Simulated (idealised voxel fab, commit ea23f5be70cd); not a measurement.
Name of the process module below: voxel double patterning
Pictured: cross-section cut, 230 nm wide, on a grid of 5 nm square cells.
How to read a cross-section here: the picture is a grid of square cells, written as bands going from the top down, and any band can span one or more rows of cells.
Quick guide to a band line: top height, bottom height (nm) up front; then every material left to right with its width in nm. Only one material and it's marked "all across"? Then it fills the band edge to edge. And "empty" just means empty space.
Height is counted from the level 0, under which the received wafer is composed throughout of one material. The lowest of the bands is not closed at the bottom but continues downward, in the notation "0..down".
So if you see something like "30..40" for the width, read it as the top row of the band sitting at the first number and the bottom row at the second, with every row in between moving by the same amount as the last.
"left unchanged" -> step changed no cross-section cell.
"Entrapped void list" - sealed voids, min. 8 cells, no opening to top; format: width x height at distance (distance from left edge; nm throughout).
On a step's line, text after the settings is the simulator commenting on that step.
Steps that use a mask can have "overlay nm" on their line. It says how far the mask sat to the right of where it was meant to be. Negative means to the left.
## Intended process steps
| 1 | RECEIVE with material Si |
| 2 | CONFORMAL_DEP with material SiN, thk nm 5 |
| 3 | DIRECTIONAL_DEP with material SiO2, thk nm 15 |
| 4 | DIRECTIONAL_DEP with material SiCN, thk nm 10 |
| 5 | PATTERN with tone open, mask id FIRST, material resist, width nm 15, pitch nm 50, thk nm 15, overlay nm 0 |
| 6 | DIRECTIONAL_ETCH with etch materials SiCN, depth nm 10 |
| 7 | STRIP with etch materials resist |
| 8 | PATTERN with tone open, mask id SECOND, material resist, width nm 15, pitch nm 50, thk nm 20, overlay nm 0 |
| 9 | DIRECTIONAL_ETCH with etch materials SiCN, depth nm 10 |
| 10 | STRIP with etch materials resist |
| 11 | DIRECTIONAL_ETCH with etch materials SiO2, depth nm 15 |
| 12 | STRIP with etch materials SiCN |
## The first wafer of two, processed as planned
## As received (post step 1): cross-section
	0..down | Si all across
	Entrapped void list: none
## So this is the wafer cross-section right after step 2
	5..0 | SiN all across
	Everything under 0 stays put, no change at all.
## So this is the wafer cross-section right after step 3
	20..5 | SiO2 all across
	Everything under 5 stays put, no change at all.
## So this is the wafer cross-section right after step 4
	30..20 | SiCN all across
	Everything under 20 stays put, no change at all.
## So this is the wafer cross-section right after step 5
	45..30 | 55 of resist, then 15 of empty, then 35 of resist, then 15 of empty, then 35 of resist, then 15 of empty, then 60 of resist
	Everything under 30 stays put, no change at all.
## So this is the wafer cross-section right after step 6
	45..30 | 55 of resist, then 15 of empty, then 35 of resist, then 15 of empty, then 35 of resist, then 15 of empty, then 60 of resist
	30..20 | 55 of SiCN, then 15 of empty, then 35 of SiCN, then 15 of empty, then 35 of SiCN, then 15 of empty, then 60 of SiCN
	Everything under 20 stays put, no change at all.
## So this is the wafer cross-section right after step 7
	30..20 | 55 of SiCN, then 15 of empty, then 35 of SiCN, then 15 of empty, then 35 of SiCN, then 15 of empty, then 60 of SiCN
	Everything under 20 stays put, no change at all.
## So this is the wafer cross-section right after step 8
	50..30 | 80 of resist, then 15 of empty, then 35 of resist, then 15 of empty, then 85 of resist
	30..20 | 55 of SiCN, then 15 of resist, then 35 of SiCN, then 15 of resist, then 35 of SiCN, then 15 of resist, then 60 of SiCN
	Everything under 20 stays put, no change at all.
## So this is the wafer cross-section right after step 9
	50..30 | 80 of resist, then 15 of empty, then 35 of resist, then 15 of empty, then 85 of resist
	30..20 | 55 of SiCN, then 15 of resist, then 10 of SiCN, then 15 of empty, then 10 of SiCN, then 15 of resist, then 10 of SiCN, then 15 of empty, then 10 of SiCN, then 15 of resist, then 60 of SiCN
	Everything under 20 stays put, no change at all.
## So this is the wafer cross-section right after step 10
	30..20 | 55 of SiCN, then 15 of empty, then 10 of SiCN, then 15 of empty, then 10 of SiCN, then 15 of empty, then 10 of SiCN, then 15 of empty, then 10 of SiCN, then 15 of empty, then 60 of SiCN
	Everything under 20 stays put, no change at all.
## So this is the wafer cross-section right after step 11
	30..20 | 55 of SiCN, then 15 of empty, then 10 of SiCN, then 15 of empty, then 10 of SiCN, then 15 of empty, then 10 of SiCN, then 15 of empty, then 10 of SiCN, then 15 of empty, then 60 of SiCN
	20..5 | 55 of SiO2, then 15 of empty, then 10 of SiO2, then 15 of empty, then 10 of SiO2, then 15 of empty, then 10 of SiO2, then 15 of empty, then 10 of SiO2, then 15 of empty, then 60 of SiO2
	Everything under 5 stays put, no change at all.
## So this is the wafer cross-section right after step 12
	20..5 | 55 of SiO2, then 15 of empty, then 10 of SiO2, then 15 of empty, then 10 of SiO2, then 15 of empty, then 10 of SiO2, then 15 of empty, then 10 of SiO2, then 15 of empty, then 60 of SiO2
	Everything under 5 stays put, no change at all.
## Now the other wafer: same start, same recipe, but we messed up one thing when running it. Up to and including step 2 it's the same as the first one
## Cross-section of the second wafer at the time step 3 of the plan should have ended
	20..0 | SiN all across
	Everything under 0 stays put, no change at all.
## Cross-section of the second wafer at the time step 4 of the plan should have ended
	30..20 | SiCN all across
	Everything under 20 stays put, no change at all.
## Cross-section of the second wafer at the time step 5 of the plan should have ended
	45..30 | 55 of resist, then 15 of empty, then 35 of resist, then 15 of empty, then 35 of resist, then 15 of empty, then 60 of resist
	Everything under 30 stays put, no change at all.
## Cross-section of the second wafer at the time step 6 of the plan should have ended
	45..30 | 55 of resist, then 15 of empty, then 35 of resist, then 15 of empty, then 35 of resist, then 15 of empty, then 60 of resist
	30..20 | 55 of SiCN, then 15 of empty, then 35 of SiCN, then 15 of empty, then 35 of SiCN, then 15 of empty, then 60 of SiCN
	Everything under 20 stays put, no change at all.
## Cross-section of the second wafer at the time step 7 of the plan should have ended
	30..20 | 55 of SiCN, then 15 of empty, then 35 of SiCN, then 15 of empty, then 35 of SiCN, then 15 of empty, then 60 of SiCN
	Everything under 20 stays put, no change at all.
## Cross-section of the second wafer at the time step 8 of the plan should have ended
	50..30 | 80 of resist, then 15 of empty, then 35 of resist, then 15 of empty, then 85 of resist
	30..20 | 55 of SiCN, then 15 of resist, then 35 of SiCN, then 15 of resist, then 35 of SiCN, then 15 of resist, then 60 of SiCN
	Everything under 20 stays put, no change at all.
## Cross-section of the second wafer at the time step 9 of the plan should have ended
	50..30 | 80 of resist, then 15 of empty, then 35 of resist, then 15 of empty, then 85 of resist
	30..20 | 55 of SiCN, then 15 of resist, then 10 of SiCN, then 15 of empty, then 10 of SiCN, then 15 of resist, then 10 of SiCN, then 15 of empty, then 10 of SiCN, then 15 of resist, then 60 of SiCN
	Everything under 20 stays put, no change at all.
## Cross-section of the second wafer at the time step 10 of the plan should have ended
	30..20 | 55 of SiCN, then 15 of empty, then 10 of SiCN, then 15 of empty, then 10 of SiCN, then 15 of empty, then 10 of SiCN, then 15 of empty, then 10 of SiCN, then 15 of empty, then 60 of SiCN
	Everything under 20 stays put, no change at all.
Cross-section of the second wafer at the time step 11 of the plan should have ended: left unchanged
## Cross-section of the second wafer at the time step 12 of the plan should have ended
	20..0 | SiN all across
	Everything under 0 stays put, no change at all.
Processing error: step 3 ran differently from the plan; actual operation with settings: DIRECTIONAL_DEP with material SiN, thk nm 15
Upon completion, the second wafer contains, in terms of cells, a greater or smaller amount of certain materials than the first wafer: SiN: 138 more, SiO2: 93 fewer
